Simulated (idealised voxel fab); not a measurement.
process module | voxel air gaps
cross-section cut | 175 nm wide | cells 5 nm
A cross-section is a grid of square cells, given in bands from the top down. A band is one or more rows of cells.
Each band's line starts with the height of the band's top and of its bottom, in nm. Then come its materials from left to right, each with its width in nm. One material with "throughout" fills the band from edge to edge. "air" is empty space.
Height 0 is the level under which the wafer as received is all one material. The lowest band goes on downwards, as in "0 down".
A width such as "30 to 40" changes by the same amount from each row of cells to the next, from the band's top row to its bottom row.
"no change" after a step means that no cell of the cross-section changed.
closed voids: empty space of 8 cells or more with no open way to the top, each as width x height at its distance from the left edge, in nm
after a step's settings: what the simulator itself notes on the step
overlay nm, on a step with a mask: how far to the right of its planned place the mask lay; to the left if negative
plan
1 op RECEIVE | material Si
2 op CONFORMAL_DEP | material SiO2 | thk nm 15
3 op CONFORMAL_DEP | material SiN | thk nm 5
4 op DIRECTIONAL_DEP | material SiO2 | thk nm 40
5 op MASKED_ETCH | tone open | mask id LINES | width nm 25 | pitch nm 50 | etch materials SiO2 | depth nm 40 | overlay nm 0
6 op CONFORMAL_DEP | material TiN | thk nm 5
7 op FILL_DEP | material Cu | thk nm 10
8 op CMP | height nm 60
9 op EPI | material Ru | thk nm 10
10 op SELECTIVE_ETCH | etch materials SiO2 | depth nm 50
11 op CONFORMAL_DEP | material SiCN | thk nm 5
as received, after step 1
  0 down: Si throughout
  closed voids: none
first wafer at the end, as planned
  75 to 70: air 10 | SiCN 155 | air 10
  70 to 60: air 10 | SiCN 5 | Ru 45 | SiCN 5 | Ru 45 | SiCN 5 | Ru 45 | SiCN 5 | air 10
  60 to 55: air 10 | SiCN 15 | TiN 5 | Cu 15 | TiN 5 | SiCN 25 | TiN 5 | Cu 15 | TiN 5 | SiCN 25 | TiN 5 | Cu 15 | TiN 5 | SiCN 15 | air 10
  55 to 25: air 20 | SiCN 5 | TiN 5 | Cu 15 | TiN 5 | SiCN 5 | air 15 | SiCN 5 | TiN 5 | Cu 15 | TiN 5 | SiCN 5 | air 15 | SiCN 5 | TiN 5 | Cu 15 | TiN 5 | SiCN 5 | air 20
  25 to 20: SiCN 25 | TiN 25 | SiCN 25 | TiN 25 | SiCN 25 | TiN 25 | SiCN 25
  20 to 15: SiN throughout
  15 to 0: SiO2 throughout
  0 down: Si throughout
  closed voids: 15 x 30 at 55; 15 x 30 at 105
second wafer at the end: like start, like plan, one mistake
  75 to 70: air 10 | SiCN 155 | air 10
  70 to 60: air 10 | SiCN 5 | Ru 45 | SiCN 5 | Ru 45 | SiCN 5 | Ru 45 | SiCN 5 | air 10
  60 to 55: air 10 | SiCN 15 | TiN 5 | Cu 15 | TiN 5 | SiCN 25 | TiN 5 | Cu 15 | TiN 5 | SiCN 25 | TiN 5 | Cu 15 | TiN 5 | SiCN 15 | air 10
  55 to 40: air 20 | SiCN 5 | TiN 5 | Cu 15 | TiN 5 | SiCN 5 | air 15 | SiCN 5 | TiN 5 | Cu 15 | TiN 5 | SiCN 5 | air 15 | SiCN 5 | TiN 5 | Cu 15 | TiN 5 | SiCN 5 | air 20
  40 to 35: SiCN 25 | TiN 25 | SiCN 25 | TiN 25 | SiCN 25 | TiN 25 | SiCN 25
  35 to 30: SiN throughout
  30 to 0: SiO2 throughout
  0 down: Si throughout
  closed voids: 15 x 15 at 55; 15 x 15 at 105
what went wrong: step 2 was run twice
at the end the second wafer has, in cells: 27 fewer of Cu | 18 fewer of SiCN | 105 more of SiO2 | 18 fewer of TiN
